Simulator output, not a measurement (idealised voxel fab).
process module | voxel capacitor over wiring
cross-section cut | 220 nm wide | cells 5 nm
A cross-section is a grid of square cells, given in bands from the top down. A band is one or more rows of cells.
Each band's line starts with the height of the band's top and of its bottom, in nm. Then come its materials from left to right, each with its width in nm. One material with "throughout" fills the band from edge to edge. "air" is empty space.
Height 0 is the level under which the wafer as received is all one material. The lowest band goes on downwards, as in "0 down".
A width such as "30 to 40" changes by the same amount from each row of cells to the next, from the band's top row to its bottom row.
"no change" after a step means that no cell of the cross-section changed.
closed voids: empty space of 8 cells or more with no open way to the top, each as width x height at its distance from the left edge, in nm
after a step's settings: what the simulator itself notes on the step
overlay nm, on a step with a mask: how far to the right of its planned place the mask lay; to the left if negative
plan
1 op RECEIVE | material Si
2 op CONFORMAL_DEP | material SiO2 | thk nm 10
3 op DIRECTIONAL_DEP | material TiN | thk nm 5
4 op DIRECTIONAL_DEP | material W | thk nm 20
5 op MASKED_ETCH | tone cover | mask id METAL_1 | width nm 30 | pitch nm 100 | etch materials W | depth nm 20 | overlay nm 0
6 op MASKED_ETCH | tone cover | mask id METAL_1 | width nm 30 | pitch nm 100 | etch materials TiN | depth nm 5 | overlay nm 0
7 op CONFORMAL_DEP | material SiN | thk nm 5
8 op FILL_DEP | material lowk | thk nm 10
9 op CMP | height nm 35
10 op CONFORMAL_DEP | material SiCN | thk nm 5
11 op DIRECTIONAL_DEP | material lowk | thk nm 15
12 op PATTERN | tone open | mask id PLUG_1 | material resist | width nm 15 | thk nm 15 | overlay nm 0
13 op DIRECTIONAL_ETCH | etch materials lowk | depth nm 15
14 op DIRECTIONAL_ETCH | etch materials SiCN | depth nm 5
15 op STRIP | etch materials resist
16 op EPI | material Ru | thk nm 10
17 op EPI | material Ru | thk nm 10
18 op DIRECTIONAL_DEP | material TiN | thk nm 10
19 op DIRECTIONAL_DEP | material Al2O3 | thk nm 5
20 op DIRECTIONAL_DEP | material TiN | thk nm 5
21 op MASKED_ETCH | tone cover | mask id UPPER_PLATE | width nm 75 | etch materials TiN | depth nm 5 | overlay nm 0
22 op MASKED_ETCH | tone cover | mask id UPPER_PLATE | width nm 75 | etch materials Al2O3 | depth nm 5 | overlay nm 0
23 op MASKED_ETCH | tone cover | mask id LOWER_PLATE | width nm 85 | etch materials TiN | depth nm 10 | overlay nm 0
24 op FILL_DEP | material SiO2 | thk nm 15
25 op CMP | height nm 85
26 op MASKED_ETCH | tone open | mask id PLUG_2 | width nm 15 | etch materials SiO2 | depth nm 10 | overlay nm 0
27 op CONFORMAL_DEP | material TiN | thk nm 5
28 op FILL_DEP | material W | thk nm 10
29 op CMP | height nm 85
30 op CONFORMAL_DEP | material SiN | thk nm 5
first wafer, as planned
as received, after step 1
  0 down: Si throughout
  closed voids: none
after step 2
  10 to 0: SiO2 throughout
  below 0: unchanged
after step 3
  15 to 10: TiN throughout
  below 10: unchanged
after step 4
  35 to 15: W throughout
  below 15: unchanged
after step 5
  35 to 15: air 45 | W 30 | air 70 | W 30 | air 45
  below 15: unchanged
after step 6
  35 to 15: air 45 | W 30 | air 70 | W 30 | air 45
  15 to 10: air 45 | TiN 30 | air 70 | TiN 30 | air 45
  below 10: unchanged
after step 7
  40 to 35: air 40 | SiN 40 | air 60 | SiN 40 | air 40
  35 to 15: air 40 | SiN 5 | W 30 | SiN 5 | air 60 | SiN 5 | W 30 | SiN 5 | air 40
  15 to 10: SiN 45 | TiN 30 | SiN 70 | TiN 30 | SiN 45
  below 10: unchanged
after step 8
  50 to 40: lowk throughout
  40 to 35: lowk 40 | SiN 40 | lowk 60 | SiN 40 | lowk 40
  35 to 15: lowk 40 | SiN 5 | W 30 | SiN 5 | lowk 60 | SiN 5 | W 30 | SiN 5 | lowk 40
  below 15: unchanged
after step 9
  35 to 15: lowk 40 | SiN 5 | W 30 | SiN 5 | lowk 60 | SiN 5 | W 30 | SiN 5 | lowk 40
  below 15: unchanged
after step 10
  40 to 35: SiCN throughout
  below 35: unchanged
after step 11
  55 to 40: lowk throughout
  below 40: unchanged
after step 12
  70 to 55: resist 60 | air 15 | resist 145
  below 55: unchanged
after step 13
  70 to 55: resist 60 | air 15 | resist 145
  55 to 40: lowk 60 | air 15 | lowk 145
  below 40: unchanged
after step 14
  70 to 55: resist 60 | air 15 | resist 145
  55 to 40: lowk 60 | air 15 | lowk 145
  40 to 35: SiCN 60 | air 15 | SiCN 145
  below 35: unchanged
after step 15
  55 to 40: lowk 60 | air 15 | lowk 145
  below 40: unchanged
after step 16
  55 to 45: lowk 60 | air 15 | lowk 145
  45 to 40: lowk 60 | Ru 15 | lowk 145
  40 to 35: SiCN 60 | Ru 15 | SiCN 145
  below 35: unchanged
after step 17
  55 to 40: lowk 60 | Ru 15 | lowk 145
  below 40: unchanged
after step 18
  65 to 55: TiN throughout
  below 55: unchanged
after step 19
  70 to 65: Al2O3 throughout
  below 65: unchanged
after step 20
  75 to 70: TiN throughout
  below 70: unchanged
after step 21
  75 to 70: air 60 | TiN 75 | air 85
  below 70: unchanged
after step 22
  75 to 70: air 60 | TiN 75 | air 85
  70 to 65: air 60 | Al2O3 75 | air 85
  below 65: unchanged
after step 23
  75 to 70: air 60 | TiN 75 | air 85
  70 to 65: air 60 | Al2O3 75 | air 85
  65 to 55: air 55 | TiN 85 | air 80
  below 55: unchanged
after step 24
  90 to 75: SiO2 throughout
  75 to 70: SiO2 60 | TiN 75 | SiO2 85
  70 to 65: SiO2 60 | Al2O3 75 | SiO2 85
  65 to 55: SiO2 55 | TiN 85 | SiO2 80
  below 55: unchanged
after step 25
  85 to 75: SiO2 throughout
  below 75: unchanged
after step 26
  85 to 75: SiO2 70 | air 15 | SiO2 135
  below 75: unchanged
after step 27
  90 to 85: TiN 75 | air 5 | TiN 140
  85 to 80: SiO2 70 | TiN 5 | air 5 | TiN 5 | SiO2 135
  80 to 70: SiO2 70 to 60 | TiN 15 to 75 | SiO2 135 to 85
  below 70: unchanged
after step 28
  100 to 90: W throughout
  90 to 85: TiN 75 | W 5 | TiN 140
  85 to 80: SiO2 70 | TiN 5 | W 5 | TiN 5 | SiO2 135
  below 80: unchanged
after step 29
  85 to 80: SiO2 70 | TiN 5 | W 5 | TiN 5 | SiO2 135
  below 80: unchanged
after step 30
  90 to 85: SiN throughout
  below 85: unchanged
second wafer: like start, like plan, one mistake. Through step 19 it matches the first wafer
when step 20 should have ended: no change
when step 21 should have ended: no change
when step 22 should have ended
  70 to 65: air 60 | Al2O3 75 | air 85
  below 65: unchanged
when step 23 should have ended
  70 to 65: air 60 | Al2O3 75 | air 85
  65 to 55: air 55 | TiN 85 | air 80
  below 55: unchanged
when step 24 should have ended
  85 to 70: SiO2 throughout
  70 to 65: SiO2 60 | Al2O3 75 | SiO2 85
  65 to 55: SiO2 55 | TiN 85 | SiO2 80
  below 55: unchanged
when step 25 should have ended: no change
when step 26 should have ended
  85 to 75: SiO2 70 | air 15 | SiO2 135
  below 75: unchanged
when step 27 should have ended
  90 to 85: TiN 75 | air 5 | TiN 140
  85 to 80: SiO2 70 | TiN 5 | air 5 | TiN 5 | SiO2 135
  80 to 75: SiO2 70 | TiN 15 | SiO2 135
  below 75: unchanged
when step 28 should have ended
  100 to 90: W throughout
  90 to 85: TiN 75 | W 5 | TiN 140
  85 to 80: SiO2 70 | TiN 5 | W 5 | TiN 5 | SiO2 135
  below 80: unchanged
when step 29 should have ended
  85 to 80: SiO2 70 | TiN 5 | W 5 | TiN 5 | SiO2 135
  below 80: unchanged
when step 30 should have ended
  90 to 85: SiN throughout
  below 85: unchanged
what went wrong: step 20 was left out
at the end the second wafer has, in cells: 15 more of SiO2 | 15 fewer of TiN
